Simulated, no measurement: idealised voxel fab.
process module | voxel spacer lines
cross-section cut | 225 nm wide | cells 5 nm
A cross-section is a grid of square cells, given in bands from the top down. A band is one or more rows of cells.
Each band's line starts with the height of the band's top and of its bottom, in nm. Then come its materials from left to right, each with its width in nm. One material with "throughout" fills the band from edge to edge. "air" is empty space.
Height 0 is the level under which the wafer as received is all one material. The lowest band goes on downwards, as in "0 down".
A width such as "30 to 40" changes by the same amount from each row of cells to the next, from the band's top row to its bottom row.
"no change" after a step means that no cell of the cross-section changed.
closed voids: empty space of 8 cells or more with no open way to the top, each as width x height at its distance from the left edge, in nm
after a step's settings: what the simulator itself notes on the step
overlay nm, on a step with a mask: how far to the right of its planned place the mask lay; to the left if negative
plan
1 op RECEIVE | material Si
2 op CONFORMAL_DEP | material SiO2 | thk nm 5
3 op DIRECTIONAL_DEP | material TiN | thk nm 20
4 op DIRECTIONAL_DEP | material polySi | thk nm 25
5 op PATTERN | tone cover | mask id MANDREL | material resist | width nm 15 | pitch nm 50 | thk nm 35 | overlay nm 0
6 op DIRECTIONAL_ETCH | etch materials polySi | depth nm 25
7 op STRIP | etch materials resist
8 op CONFORMAL_DEP | material SiN | thk nm 10
9 op DIRECTIONAL_ETCH | etch materials SiN | depth nm 10
10 op STRIP | etch materials polySi
11 op DIRECTIONAL_ETCH | etch materials TiN | depth nm 20
12 op STRIP | etch materials SiN
as received, after step 1
  0 down: Si throughout
  closed voids: none
a wafer at the end: this start, this plan, one mistake
  20 to 0: air 45 | TiN 10 | air 15 | TiN 10 | air 15 | TiN 10 | air 15 | TiN 10 | air 15 | TiN 10 | air 15 | TiN 10 | air 45
  0 down: Si throughout
  closed voids: none
what went wrong: step 2 was left out
